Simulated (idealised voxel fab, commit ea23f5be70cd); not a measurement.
process module | voxel self aligned vias
In the cross-section labelled cut, the width is 290 nm and each square cell is 5 nm.
Think of the cross-section as a grid of square cells. We describe it in bands, top to bottom, and each band covers one or more rows of those cells.
The band entry comprises the height of the band's top followed by the height of its bottom, expressed in nm, and subsequently the band's materials from left to right, each stated together with its width in nm. Where a single material is marked with the word "full width", that material fills the band from edge to edge. The word "blank" represents empty space.
Ref level 0: as-received wafer is one material below here. Bottom band extends down with no lower bound ("top 0, no bottom").
Width "30..40": first value at the band's top row of cells, second value at its bottom row, equal change from row to row.
The cross-section has no changed cell in any step marked "remains unaltered".
Reported under the label "Closed void inventory" are the empty spaces having no open way to the top and comprising 8 cells or more; the notation for each is width x height at distance, in which the distance is measured from the left edge and all three values are in nm.
Past the settings on a step's line: simulator remark, on that step.
overlay nm: mask right of planned place by this much (step with mask). Neg. = left.
PROCESS STEPS - PLAN
| 1 | RECEIVE,material Si |
| 2 | CONFORMAL_DEP,material SiO2,thk nm 10 |
| 3 | CONFORMAL_DEP,material SiCN,thk nm 5 |
| 4 | DIRECTIONAL_DEP,material lowk,thk nm 30 |
| 5 | DIRECTIONAL_DEP,material aC,thk nm 10 |
| 6 | PATTERN,tone open,mask id LINES,material resist,width nm 30,pitch nm 80,thk nm 25,overlay nm 0 |
| 7 | DIRECTIONAL_ETCH,etch materials aC,depth nm 10 |
| 8 | STRIP,etch materials resist |
| 9 | DIRECTIONAL_ETCH,etch materials lowk,depth nm 30 |
| 10 | STRIP,etch materials aC |
| 11 | CONFORMAL_DEP,material TiN,thk nm 5 |
| 12 | FILL_DEP,material Ru,thk nm 5 |
| 13 | CMP,height nm 45 |
| 14 | SELECTIVE_ETCH,etch materials W Ru TiN,depth nm 10 |
| 15 | FILL_DEP,material SiN,thk nm 5 |
| 16 | CMP,height nm 45 |
| 17 | DIRECTIONAL_DEP,material lowk,thk nm 15 |
| 18 | DIRECTIONAL_DEP,material aC,thk nm 15 |
| 19 | PATTERN,tone open,mask id VIAS,material resist,width nm 50,pitch nm 80,thk nm 35,overlay nm 0 |
| 20 | DIRECTIONAL_ETCH,etch materials aC,depth nm 15 |
| 21 | STRIP,etch materials resist |
| 22 | DIRECTIONAL_ETCH,etch materials lowk,depth nm 15 |
| 23 | DIRECTIONAL_ETCH,etch materials SiN,depth nm 10 |
| 24 | STRIP,etch materials aC |
| 25 | CONFORMAL_DEP,material TiN,thk nm 5 |
| 26 | FILL_DEP,material Ru,thk nm 5 |
| 27 | CMP,height nm 60 |
| 28 | CONFORMAL_DEP,material SiCN,thk nm 5 |
AS-RECEIVED STATE OF THE WAFER IN CROSS-SECTION, EQUIVALENT TO POST-STEP 1
- top 0, no bottom: Si full width
- Closed void inventory: none
STARTING STRUCTURE AND PROCESS PLAN ARE AS SHOWN ABOVE, BUT ONE MISTAKE WAS MADE IN RUNNING THE MODULE; THE WAFER CROSS-SECTION AT THE END OF THE MODULE FOLLOWS
- top 65, bottom 60: SiCN full width
- top 60, bottom 50: lowk 75 nm, then TiN 5 nm, then Ru 50 nm, then TiN 5 nm, then lowk 20 nm, then TiN 5 nm, then Ru 50 nm, then TiN 5 nm, then lowk 75 nm
- top 50, bottom 40: lowk 75..90 nm, then TiN 20..5 nm, then Ru 20 nm, then TiN 20..5 nm, then lowk 20..50 nm, then TiN 20..5 nm, then Ru 20 nm, then TiN 20..5 nm, then lowk 75..90 nm
- top 40, bottom 35: lowk 90 nm, then TiN 30 nm, then lowk 50 nm, then TiN 30 nm, then lowk 90 nm
- top 35, bottom 20: lowk 90 nm, then TiN 5 nm, then Ru 20 nm, then TiN 5 nm, then lowk 50 nm, then TiN 5 nm, then Ru 20 nm, then TiN 5 nm, then lowk 90 nm
- top 20, bottom 15: lowk 90 nm, then TiN 30 nm, then lowk 50 nm, then TiN 30 nm, then lowk 90 nm
- top 15, bottom 10: SiCN full width
- top 10, bottom 0: SiO2 full width
- top 0, no bottom: Si full width
- Closed void inventory: none
Here's what went sideways: step 19 ran differently from the plan; actual operation with settings: PATTERN,tone open,mask id VIAS,material resist,width nm 60,pitch nm 80,thk nm 35,overlay nm 0
